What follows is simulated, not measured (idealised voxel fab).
process module | voxel capacitor over wiring
cross-section cut | 245 nm wide | cells 5 nm
A cross-section is a grid of square cells, given in bands from the top down. A band is one or more rows of cells.
Each band's line starts with the height of the band's top and of its bottom, in nm. Then come its materials from left to right, each with its width in nm. One material with "throughout" fills the band from edge to edge. "air" is empty space.
Height 0 is the level under which the wafer as received is all one material. The lowest band goes on downwards, as in "0 down".
A width such as "30 to 40" changes by the same amount from each row of cells to the next, from the band's top row to its bottom row.
"no change" after a step means that no cell of the cross-section changed.
closed voids: empty space of 8 cells or more with no open way to the top, each as width x height at its distance from the left edge, in nm
after a step's settings: what the simulator itself notes on the step
overlay nm, on a step with a mask: how far to the right of its planned place the mask lay; to the left if negative
plan
1 op RECEIVE | material Si
2 op CONFORMAL_DEP | material SiO2 | thk nm 10
3 op CONFORMAL_DEP | material SiN | thk nm 5
4 op DIRECTIONAL_DEP | material SiO2 | thk nm 15
5 op PATTERN | tone open | mask id METAL_1 | material resist | width nm 30 | pitch nm 95 | thk nm 20 | overlay nm 0
6 op DIRECTIONAL_ETCH | etch materials SiO2 | depth nm 15
7 op DIRECTIONAL_ETCH | etch materials SiN | depth nm 5
8 op STRIP | etch materials resist
9 op CONFORMAL_DEP | material TiN | thk nm 5
10 op FILL_DEP | material W | thk nm 5
11 op CMP | height nm 30
12 op EPI | material Ru | thk nm 5
13 op FILL_DEP | material SiCN | thk nm 5
14 op DIRECTIONAL_DEP | material lowk | thk nm 20
15 op DIRECTIONAL_DEP | material aC | thk nm 10
16 op PATTERN | tone open | mask id PLUG_1 | material resist | width nm 15 | thk nm 30 | overlay nm 0
17 op DIRECTIONAL_ETCH | etch materials aC | depth nm 10
18 op STRIP | etch materials resist
19 op DIRECTIONAL_ETCH | etch materials lowk | depth nm 20
20 op DIRECTIONAL_ETCH | etch materials SiCN | depth nm 5
21 op STRIP | etch materials aC
22 op EPI | material Ru | thk nm 10
23 op EPI | material Ru | thk nm 10
24 op EPI | material Ru | thk nm 5
25 op DIRECTIONAL_DEP | material TiN | thk nm 5
26 op DIRECTIONAL_DEP | material Al2O3 | thk nm 5
27 op DIRECTIONAL_DEP | material TiN | thk nm 5
28 op PATTERN | tone cover | mask id UPPER_PLATE | material resist | width nm 70 | thk nm 20 | overlay nm 0
29 op DIRECTIONAL_ETCH | etch materials TiN | depth nm 5
30 op DIRECTIONAL_ETCH | etch materials Al2O3 | depth nm 5
31 op STRIP | etch materials resist
32 op DIRECTIONAL_DEP | material aC | thk nm 10
33 op PATTERN | tone cover | mask id LOWER_PLATE | material resist | width nm 80 | thk nm 30 | overlay nm 0
34 op DIRECTIONAL_ETCH | etch materials aC | depth nm 10
35 op STRIP | etch materials resist
36 op DIRECTIONAL_ETCH | etch materials TiN | depth nm 5
37 op STRIP | etch materials aC
38 op FILL_DEP | material SiO2 | thk nm 15
39 op CMP | height nm 85
40 op PATTERN | tone open | mask id PLUG_2 | material resist | width nm 15 | thk nm 15 | overlay nm 0
41 op DIRECTIONAL_ETCH | etch materials SiO2 | depth nm 10
42 op STRIP | etch materials resist
43 op CONFORMAL_DEP | material TiN | thk nm 5
44 op FILL_DEP | material Cu | thk nm 5
45 op CMP | height nm 85
46 op CONFORMAL_DEP | material SiCN | thk nm 5
first wafer, as planned
as received, after step 1
  0 down: Si throughout
  closed voids: none
after step 2
  10 to 0: SiO2 throughout
  below 0: unchanged
after step 3
  15 to 10: SiN throughout
  below 10: unchanged
after step 4
  30 to 15: SiO2 throughout
  below 15: unchanged
after step 5
  50 to 30: resist 60 | air 30 | resist 65 | air 30 | resist 60
  below 30: unchanged
after step 6
  50 to 30: resist 60 | air 30 | resist 65 | air 30 | resist 60
  30 to 15: SiO2 60 | air 30 | SiO2 65 | air 30 | SiO2 60
  below 15: unchanged
after step 7
  50 to 30: resist 60 | air 30 | resist 65 | air 30 | resist 60
  30 to 15: SiO2 60 | air 30 | SiO2 65 | air 30 | SiO2 60
  15 to 10: SiN 60 | air 30 | SiN 65 | air 30 | SiN 60
  below 10: unchanged
after step 8
  30 to 15: SiO2 60 | air 30 | SiO2 65 | air 30 | SiO2 60
  below 15: unchanged
after step 9
  35 to 30: TiN 65 | air 20 | TiN 75 | air 20 | TiN 65
  30 to 15: SiO2 60 | TiN 5 | air 20 | TiN 5 | SiO2 65 | TiN 5 | air 20 | TiN 5 | SiO2 60
  15 to 10: SiN 60 | TiN 30 | SiN 65 | TiN 30 | SiN 60
  below 10: unchanged
after step 10
  40 to 35: W throughout
  35 to 30: TiN 65 | W 20 | TiN 75 | W 20 | TiN 65
  30 to 15: SiO2 60 | TiN 5 | W 20 | TiN 5 | SiO2 65 | TiN 5 | W 20 | TiN 5 | SiO2 60
  below 15: unchanged
after step 11
  30 to 15: SiO2 60 | TiN 5 | W 20 | TiN 5 | SiO2 65 | TiN 5 | W 20 | TiN 5 | SiO2 60
  below 15: unchanged
after step 12
  35 to 30: air 55 | Ru 40 | air 55 | Ru 40 | air 55
  below 30: unchanged
after step 13
  40 to 35: SiCN throughout
  35 to 30: SiCN 55 | Ru 40 | SiCN 55 | Ru 40 | SiCN 55
  below 30: unchanged
after step 14
  60 to 40: lowk throughout
  below 40: unchanged
after step 15
  70 to 60: aC throughout
  below 60: unchanged
after step 16
  100 to 70: resist 75 | air 15 | resist 155
  below 70: unchanged
after step 17
  90 to 70: resist 75 | air 15 | resist 155
  70 to 60: aC 75 | air 15 | aC 155
  below 60: unchanged
after step 18
  70 to 60: aC 75 | air 15 | aC 155
  below 60: unchanged
after step 19
  70 to 60: aC 75 | air 15 | aC 155
  60 to 40: lowk 75 | air 15 | lowk 155
  below 40: unchanged
after step 20
  70 to 60: aC 75 | air 15 | aC 155
  60 to 40: lowk 75 | air 15 | lowk 155
  40 to 35: SiCN 75 | air 15 | SiCN 155
  below 35: unchanged
after step 21
  60 to 40: lowk 75 | air 15 | lowk 155
  below 40: unchanged
after step 22
  60 to 45: lowk 75 | air 15 | lowk 155
  45 to 40: lowk 75 | Ru 15 | lowk 155
  40 to 35: SiCN 75 | Ru 15 | SiCN 155
  below 35: unchanged
after step 23
  60 to 55: lowk 75 | air 15 | lowk 155
  55 to 40: lowk 75 | Ru 15 | lowk 155
  below 40: unchanged
after step 24
  60 to 40: lowk 75 | Ru 15 | lowk 155
  below 40: unchanged
after step 25
  65 to 60: TiN throughout
  below 60: unchanged
after step 26
  70 to 65: Al2O3 throughout
  below 65: unchanged
after step 27
  75 to 70: TiN throughout
  below 70: unchanged
after step 28
  95 to 75: air 75 | resist 70 | air 100
  below 75: unchanged
after step 29
  95 to 75: air 75 | resist 70 | air 100
  75 to 70: air 75 | TiN 70 | air 100
  below 70: unchanged
after step 30
  95 to 75: air 75 | resist 70 | air 100
  75 to 70: air 75 | TiN 70 | air 100
  70 to 65: air 75 | Al2O3 70 | air 100
  below 65: unchanged
after step 31
  75 to 70: air 75 | TiN 70 | air 100
  below 70: unchanged
after step 32
  85 to 75: air 75 | aC 70 | air 100
  75 to 70: aC 75 | TiN 70 | aC 100
  70 to 65: aC 75 | Al2O3 70 | aC 100
  below 65: unchanged
after step 33
  115 to 85: air 70 | resist 80 | air 95
  85 to 75: air 70 | resist 5 | aC 70 | resist 5 | air 95
  below 75: unchanged
after step 34
  105 to 85: air 70 | resist 80 | air 95
  85 to 75: air 70 | resist 5 | aC 70 | resist 5 | air 95
  75 to 70: air 70 | aC 5 | TiN 70 | aC 5 | air 95
  70 to 65: air 70 | aC 5 | Al2O3 70 | aC 5 | air 95
  below 65: unchanged
after step 35
  85 to 75: air 75 | aC 70 | air 100
  below 75: unchanged
after step 36
  85 to 75: air 75 | aC 70 | air 100
  75 to 70: air 70 | aC 5 | TiN 70 | aC 5 | air 95
  70 to 65: air 70 | aC 5 | Al2O3 70 | aC 5 | air 95
  65 to 60: air 70 | TiN 80 | air 95
  below 60: unchanged
after step 37
  75 to 70: air 75 | TiN 70 | air 100
  70 to 65: air 75 | Al2O3 70 | air 100
  below 65: unchanged
after step 38
  90 to 75: SiO2 throughout
  75 to 70: SiO2 75 | TiN 70 | SiO2 100
  70 to 65: SiO2 75 | Al2O3 70 | SiO2 100
  65 to 60: SiO2 70 | TiN 80 | SiO2 95
  below 60: unchanged
after step 39
  85 to 75: SiO2 throughout
  below 75: unchanged
after step 40
  100 to 85: resist 85 | air 15 | resist 145
  below 85: unchanged
after step 41
  100 to 85: resist 85 | air 15 | resist 145
  85 to 75: SiO2 85 | air 15 | SiO2 145
  below 75: unchanged
after step 42
  85 to 75: SiO2 85 | air 15 | SiO2 145
  below 75: unchanged
after step 43
  90 to 85: TiN 90 | air 5 | TiN 150
  85 to 80: SiO2 85 | TiN 5 | air 5 | TiN 5 | SiO2 145
  80 to 70: SiO2 85 to 75 | TiN 15 to 70 | SiO2 145 to 100
  below 70: unchanged
after step 44
  95 to 90: Cu throughout
  90 to 85: TiN 90 | Cu 5 | TiN 150
  85 to 80: SiO2 85 | TiN 5 | Cu 5 | TiN 5 | SiO2 145
  below 80: unchanged
after step 45
  85 to 80: SiO2 85 | TiN 5 | Cu 5 | TiN 5 | SiO2 145
  below 80: unchanged
after step 46
  90 to 85: SiCN throughout
  below 85: unchanged
second wafer: like start, like plan, one mistake. Through step 25 it matches the first wafer
when step 26 should have ended: no change
when step 27 should have ended
  70 to 60: TiN throughout
  below 60: unchanged
when step 28 should have ended
  90 to 70: air 75 | resist 70 | air 100
  below 70: unchanged
when step 29 should have ended
  90 to 70: air 75 | resist 70 | air 100
  70 to 65: air 75 | TiN 70 | air 100
  below 65: unchanged
when step 30 should have ended: no change
when step 31 should have ended
  70 to 65: air 75 | TiN 70 | air 100
  below 65: unchanged
when step 32 should have ended
  80 to 75: air 75 | aC 70 | air 100
  75 to 70: aC throughout
  70 to 65: aC 75 | TiN 70 | aC 100
  below 65: unchanged
when step 33 should have ended
  110 to 80: air 70 | resist 80 | air 95
  80 to 75: air 70 | resist 5 | aC 70 | resist 5 | air 95
  below 75: unchanged
when step 34 should have ended
  100 to 80: air 70 | resist 80 | air 95
  80 to 75: air 70 | resist 5 | aC 70 | resist 5 | air 95
  75 to 70: air 70 | aC 80 | air 95
  70 to 65: air 70 | aC 5 | TiN 70 | aC 5 | air 95
  below 65: unchanged
when step 35 should have ended
  80 to 70: air 75 to 70 | aC 70 to 80 | air 100 to 95
  below 70: unchanged
when step 36 should have ended
  80 to 70: air 75 to 70 | aC 70 to 80 | air 100 to 95
  70 to 65: air 70 | aC 5 | TiN 70 | aC 5 | air 95
  65 to 60: air 70 | TiN 80 | air 95
  below 60: unchanged
when step 37 should have ended
  70 to 60: air 75 to 70 | TiN 70 to 80 | air 100 to 95
  below 60: unchanged
when step 38 should have ended
  85 to 70: SiO2 throughout
  70 to 60: SiO2 75 to 70 | TiN 70 to 80 | SiO2 100 to 95
  below 60: unchanged
when step 39 should have ended: no change
when step 40 should have ended
  100 to 85: resist 85 | air 15 | resist 145
  below 85: unchanged
when step 41 should have ended
  100 to 85: resist 85 | air 15 | resist 145
  85 to 75: SiO2 85 | air 15 | SiO2 145
  below 75: unchanged
when step 42 should have ended
  85 to 75: SiO2 85 | air 15 | SiO2 145
  below 75: unchanged
when step 43 should have ended
  90 to 85: TiN 90 | air 5 | TiN 150
  85 to 80: SiO2 85 | TiN 5 | air 5 | TiN 5 | SiO2 145
  80 to 75: SiO2 85 | TiN 15 | SiO2 145
  below 75: unchanged
when step 44 should have ended
  95 to 90: Cu throughout
  90 to 85: TiN 90 | Cu 5 | TiN 150
  85 to 80: SiO2 85 | TiN 5 | Cu 5 | TiN 5 | SiO2 145
  below 80: unchanged
when step 45 should have ended
  85 to 80: SiO2 85 | TiN 5 | Cu 5 | TiN 5 | SiO2 145
  below 80: unchanged
when step 46 should have ended
  90 to 85: SiCN throughout
  below 85: unchanged
what went wrong: step 26 was left out
at the end the second wafer has, in cells: 14 fewer of Al2O3 | 14 more of SiO2
